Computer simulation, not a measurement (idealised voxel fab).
process module | voxel released beams
cross-section cut | 255 nm wide | cells 5 nm
A cross-section is a grid of square cells, given in bands from the top down. A band is one or more rows of cells.
Each band's line starts with the height of the band's top and of its bottom, in nm. Then come its materials from left to right, each with its width in nm. One material with "throughout" fills the band from edge to edge. "air" is empty space.
Height 0 is the level under which the wafer as received is all one material. The lowest band goes on downwards, as in "0 down".
A width such as "30 to 40" changes by the same amount from each row of cells to the next, from the band's top row to its bottom row.
"no change" after a step means that no cell of the cross-section changed.
closed voids: empty space of 8 cells or more with no open way to the top, each as width x height at its distance from the left edge, in nm
after a step's settings: what the simulator itself notes on the step
overlay nm, on a step with a mask: how far to the right of its planned place the mask lay; to the left if negative
plan
1 op RECEIVE | material Si
2 op CONFORMAL_DEP | material SiN | thk nm 5
3 op DIRECTIONAL_DEP | material SiO2 | thk nm 15
4 op DIRECTIONAL_DEP | material aC | thk nm 10
5 op PATTERN | tone open | mask id ANCHOR | material resist | width nm 35 | thk nm 30 | overlay nm 0
6 op DIRECTIONAL_ETCH | etch materials aC | depth nm 10
7 op STRIP | etch materials resist
8 op DIRECTIONAL_ETCH | etch materials SiO2 | depth nm 15
9 op STRIP | etch materials aC
10 op CONFORMAL_DEP | material TiN | thk nm 15
11 op DIRECTIONAL_DEP | material aC | thk nm 10
12 op PATTERN | tone cover | mask id BEAM | material resist | width nm 80 | thk nm 25 | overlay nm 0
13 op DIRECTIONAL_ETCH | etch materials aC | depth nm 10
14 op STRIP | etch materials resist
15 op DIRECTIONAL_ETCH | etch materials TiN | depth nm 15
16 op STRIP | etch materials aC
17 op STRIP | etch materials SiO2
as received, after step 1
  0 down: Si throughout
  closed voids: none
first wafer at the end, as planned
  35 to 20: air 85 | TiN 20 | air 5 | TiN 55 | air 90
  20 to 5: air 90 | TiN 35 | air 130
  5 to 0: SiN throughout
  0 down: Si throughout
  closed voids: none
second wafer at the end: like start, like plan, one mistake
  30 to 20: air 85 | TiN 15 | air 15 | TiN 50 | air 90
  20 to 15: air 90 | TiN 10 | air 15 | TiN 10 | air 130
  15 to 5: air 90 | TiN 35 | air 130
  5 to 0: SiN throughout
  0 down: Si throughout
  closed voids: none
what went wrong: step 10 ran as: op CONFORMAL_DEP | material TiN | thk nm 10
at the end the second wafer has, in cells: 22 fewer of TiN
